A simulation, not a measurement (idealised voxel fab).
process module | voxel released beams
Displayed cross-section: cut, width of 285 nm, square cells sized 5 nm.
A cross-section is written here as square cells arranged in a grid, and it is given in bands from the top down, each band taking up one or more rows of cells. Heights first: top, then bottom, in nm. Then materials, left to right, each with a width in nm. "throughout" on a single material: fills the band edge to edge. "blank": empty space. Height datum 0, below which the as-received substrate wafer is one material. Lowest band open at the bottom, running downward: "z 0 and below". A two-number width, for instance "30->40", indicates that the width is equal to the first number in the top row of the band and to the second number in the bottom row, and that it changes by a constant amount per row of cells. "stayed the same", as given for a step, is the statement that not any cell of the cross-section underwent a change during that step. The label "Cavities, sealed" introduces a list of the empty spaces, 8 cells or larger, that have no open way up to the top; each entry in it reads width x height at distance, where the distance is taken from the left edge and all three are stated in nm. Where a step's line continues beyond its settings, the continuation is a remark by the simulator itself on that step. overlay nm: how far to the right of its planned place the mask lay on this masked step (negative: to the left).
-- These are the steps we planned for the process
1,RECEIVE (material Si)
2,CONFORMAL_DEP (material SiN; thk nm 5)
3,DIRECTIONAL_DEP (material SiO2; thk nm 10)
4,PATTERN (tone open; mask id ANCHOR; material resist; width nm 35; thk nm 15; overlay nm 0)
5,DIRECTIONAL_ETCH (etch materials SiO2; depth nm 10)
6,STRIP (etch materials resist)
7,CONFORMAL_DEP (material polySi; thk nm 15)
8,DIRECTIONAL_DEP (material aC; thk nm 10)
9,PATTERN (tone cover; mask id BEAM; material resist; width nm 115; thk nm 25; overlay nm 0)
10,DIRECTIONAL_ETCH (etch materials aC; depth nm 10)
11,STRIP (etch materials resist)
12,DIRECTIONAL_ETCH (etch materials polySi; depth nm 15)
13,STRIP (etch materials aC)
14,STRIP (etch materials SiO2)
-- First wafer out of two, processed as planned
-- Wafer as received: cross-section following step 1
> z 0 and below | Si throughout
> Cavities, sealed: none
-- Upon completion of step 2, the wafer appears in cross-section as shown
> z 5 to 0 | SiN throughout
> Nothing below the height 0 has changed.
-- Upon completion of step 3, the wafer appears in cross-section as shown
> z 15 to 5 | SiO2 throughout
> Nothing below the height 5 has changed.
-- Upon completion of step 4, the wafer appears in cross-section as shown
> z 30 to 15 | resist 85 | blank 35 | resist 165
> Nothing below the height 15 has changed.
-- Upon completion of step 5, the wafer appears in cross-section as shown
> z 30 to 15 | resist 85 | blank 35 | resist 165
> z 15 to 5 | SiO2 85 | blank 35 | SiO2 165
> Nothing below the height 5 has changed.
-- Upon completion of step 6, the wafer appears in cross-section as shown
> z 15 to 5 | SiO2 85 | blank 35 | SiO2 165
> Nothing below the height 5 has changed.
-- Upon completion of step 7, the wafer appears in cross-section as shown
> z 30 to 20 | polySi 100 | blank 5 | polySi 180
> z 20 to 15 | polySi throughout
> z 15 to 5 | SiO2 85 | polySi 35 | SiO2 165
> Nothing below the height 5 has changed.
-- Upon completion of step 8, the wafer appears in cross-section as shown
> z 40 to 30 | aC 100 | blank 5 | aC 180
> z 30 to 20 | polySi 100 | aC 5 | polySi 180
> Nothing below the height 20 has changed.
-- Upon completion of step 9, the wafer appears in cross-section as shown
> z 65 to 40 | blank 80 | resist 115 | blank 90
> z 40 to 30 | aC 100 | resist 5 | aC 180
> Nothing below the height 30 has changed.
-- Upon completion of step 10, the wafer appears in cross-section as shown
> z 55 to 40 | blank 80 | resist 115 | blank 90
> z 40 to 30 | blank 80 | aC 20 | resist 5 | aC 90 | blank 90
> Nothing below the height 30 has changed.
-- Upon completion of step 11, the wafer appears in cross-section as shown
> z 40 to 30 | blank 80 | aC 20 | blank 5 | aC 90 | blank 90
> Nothing below the height 30 has changed.
-- Upon completion of step 12, the wafer appears in cross-section as shown
> z 40 to 30 | blank 80 | aC 20 | blank 5 | aC 90 | blank 90
> z 30 to 20 | blank 80 | polySi 20 | aC 5 | polySi 90 | blank 90
> z 20 to 15 | blank 80 | polySi 115 | blank 90
> Nothing below the height 15 has changed.
-- Upon completion of step 13, the wafer appears in cross-section as shown
> z 30 to 20 | blank 80 | polySi 20 | blank 5 | polySi 90 | blank 90
> Nothing below the height 20 has changed.
-- Upon completion of step 14, the wafer appears in cross-section as shown
> z 30 to 20 | blank 80 | polySi 20 | blank 5 | polySi 90 | blank 90
> z 20 to 15 | blank 80 | polySi 115 | blank 90
> z 15 to 5 | blank 85 | polySi 35 | blank 165
> Nothing below the height 5 has changed.
-- Second Wafer (Identical Start and Plan, One Processing Error; Matches First Wafer Through Step 1)
Look at the second wafer in cross-section at the time step 2 ought to have finished: stayed the same
-- Look at the second wafer in cross-section at the time step 3 ought to have finished
> z 10 to 0 | SiO2 throughout
> Nothing below the height 0 has changed.
-- Look at the second wafer in cross-section at the time step 4 ought to have finished
> z 25 to 10 | resist 85 | blank 35 | resist 165
> Nothing below the height 10 has changed.
-- Look at the second wafer in cross-section at the time step 5 ought to have finished
> z 25 to 10 | resist 85 | blank 35 | resist 165
> z 10 to 0 | SiO2 85 | blank 35 | SiO2 165
> Nothing below the height 0 has changed.
-- Look at the second wafer in cross-section at the time step 6 ought to have finished
> z 10 to 0 | SiO2 85 | blank 35 | SiO2 165
> Nothing below the height 0 has changed.
-- Look at the second wafer in cross-section at the time step 7 ought to have finished
> z 25 to 15 | polySi 100 | blank 5 | polySi 180
> z 15 to 10 | polySi throughout
> z 10 to 0 | SiO2 85 | polySi 35 | SiO2 165
> Nothing below the height 0 has changed.
-- Look at the second wafer in cross-section at the time step 8 ought to have finished
> z 35 to 25 | aC 100 | blank 5 | aC 180
> z 25 to 15 | polySi 100 | aC 5 | polySi 180
> Nothing below the height 15 has changed.
-- Look at the second wafer in cross-section at the time step 9 ought to have finished
> z 60 to 35 | blank 80 | resist 115 | blank 90
> z 35 to 25 | aC 100 | resist 5 | aC 180
> Nothing below the height 25 has changed.
-- Look at the second wafer in cross-section at the time step 10 ought to have finished
> z 50 to 35 | blank 80 | resist 115 | blank 90
> z 35 to 25 | blank 80 | aC 20 | resist 5 | aC 90 | blank 90
> Nothing below the height 25 has changed.
-- Look at the second wafer in cross-section at the time step 11 ought to have finished
> z 35 to 25 | blank 80 | aC 20 | blank 5 | aC 90 | blank 90
> Nothing below the height 25 has changed.
-- Look at the second wafer in cross-section at the time step 12 ought to have finished
> z 35 to 25 | blank 80 | aC 20 | blank 5 | aC 90 | blank 90
> z 25 to 15 | blank 80 | polySi 20 | aC 5 | polySi 90 | blank 90
> z 15 to 10 | blank 80 | polySi 115 | blank 90
> Nothing below the height 10 has changed.
-- Look at the second wafer in cross-section at the time step 13 ought to have finished
> z 25 to 15 | blank 80 | polySi 20 | blank 5 | polySi 90 | blank 90
> Nothing below the height 15 has changed.
-- Look at the second wafer in cross-section at the time step 14 ought to have finished
> z 25 to 15 | blank 80 | polySi 20 | blank 5 | polySi 90 | blank 90
> z 15 to 10 | blank 80 | polySi 115 | blank 90
> z 10 to 0 | blank 85 | polySi 35 | blank 165
> Nothing below the height 0 has changed.
In executing the process, a mistake was made relative to the plan: no execution of plan step 2; skipped
The final cell counts differ between the wafers, with the second having more or fewer of some materials than the first: -57 SiN
